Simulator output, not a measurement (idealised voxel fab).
The process module presented herein is designated voxel ribs on slabs.
This is section cut - it's 290 nm across, gridded in 5 nm square cells.
In what follows, cross-sections appear as grids of square cells, described through bands that run from the top down, where every band is one or more rows of cells. In this notation a band is specified by the heights of its top and bottom, in that order and in nm, after which its materials appear from left to right, each paired with its width in nm. The word "throughout" attached to a single material means that material fills the band from edge to edge; the word "blank" stands for empty space. Below 0: as-received wafer, all one material; heights counted from there. Lowest band: no bottom, goes on down, written "z 0 and below". Width spec "30 to 40" -> top row of cells at first value, bottom row at second value, equal per-row change in between. No cell of the cross-section changed in a step that is given as "identical to before". Empty spaces without an open route to the top, at least 8 cells in extent, make up the entry "Enclosed internal voids"; each is given as width x height at distance, where the distance is measured from the left edge, and all are in nm. Where a step's line continues beyond its settings, the continuation is a remark by the simulator itself on that step. The "overlay nm" setting may appear on a step's line; for a step that uses a mask, it gives how far to the right of its planned position the mask lay, and a negative value indicates the left.

Process steps - plan
1: RECEIVE: material Si
2: DIRECTIONAL_DEP: material SiO2, thk nm 30
3: DIRECTIONAL_DEP: material polySi, thk nm 20
4: MASKED_ETCH: tone cover, mask id RIB, width nm 25, etch materials polySi, depth nm 5, overlay nm 0
5: PATTERN: tone cover, mask id SLAB, material resist, width nm 55, thk nm 15, overlay nm 0
6: DIRECTIONAL_ETCH: etch materials polySi, depth nm 15
7: STRIP: etch materials resist
8: FILL_DEP: material SiO2, thk nm 20
9: CMP: height nm 60
10: DIRECTIONAL_DEP: material W, thk nm 5
11: MASKED_ETCH: tone cover, mask id HEATER, width nm 35, etch materials W, depth nm 5, overlay nm 0
12: CONFORMAL_DEP: material SiN, thk nm 10

As-received state of the wafer in cross-section, equivalent to post-step 1
z 0 and below | Si throughout
Enclosed internal voids: none

First wafer at the end, as planned
z 75 to 70 | blank (115) | SiN (55) | blank (120)
z 70 to 65 | SiN throughout
z 65 to 60 | SiN (125) | W (35) | SiN (130)
z 60 to 50 | SiO2 throughout
z 50 to 45 | SiO2 (130) | polySi (25) | SiO2 (135)
z 45 to 30 | SiO2 (115) | polySi (55) | SiO2 (120)
z 30 to 0 | SiO2 throughout
z 0 and below | Si throughout
Enclosed internal voids: none

Same start, same plan as the first wafer - but one mistake in the run. Cross-section of the second of the two at the end of the module
z 85 to 80 | blank (115) | SiN (55) | blank (120)
z 80 to 75 | SiN throughout
z 75 to 70 | SiN (125) | W (35) | SiN (130)
z 70 to 60 | W throughout
z 60 to 50 | SiO2 throughout
z 50 to 45 | SiO2 (130) | polySi (25) | SiO2 (135)
z 45 to 30 | SiO2 (115) | polySi (55) | SiO2 (120)
z 30 to 0 | SiO2 throughout
z 0 and below | Si throughout
Enclosed internal voids: none
What was done differently from what was planned? heads up, step 10 didn't go per plan, it actually ran as DIRECTIONAL_DEP: material W, thk nm 15
FYI, end of process, the second wafer has more or fewer cells of some materials than the first: 116 more of W
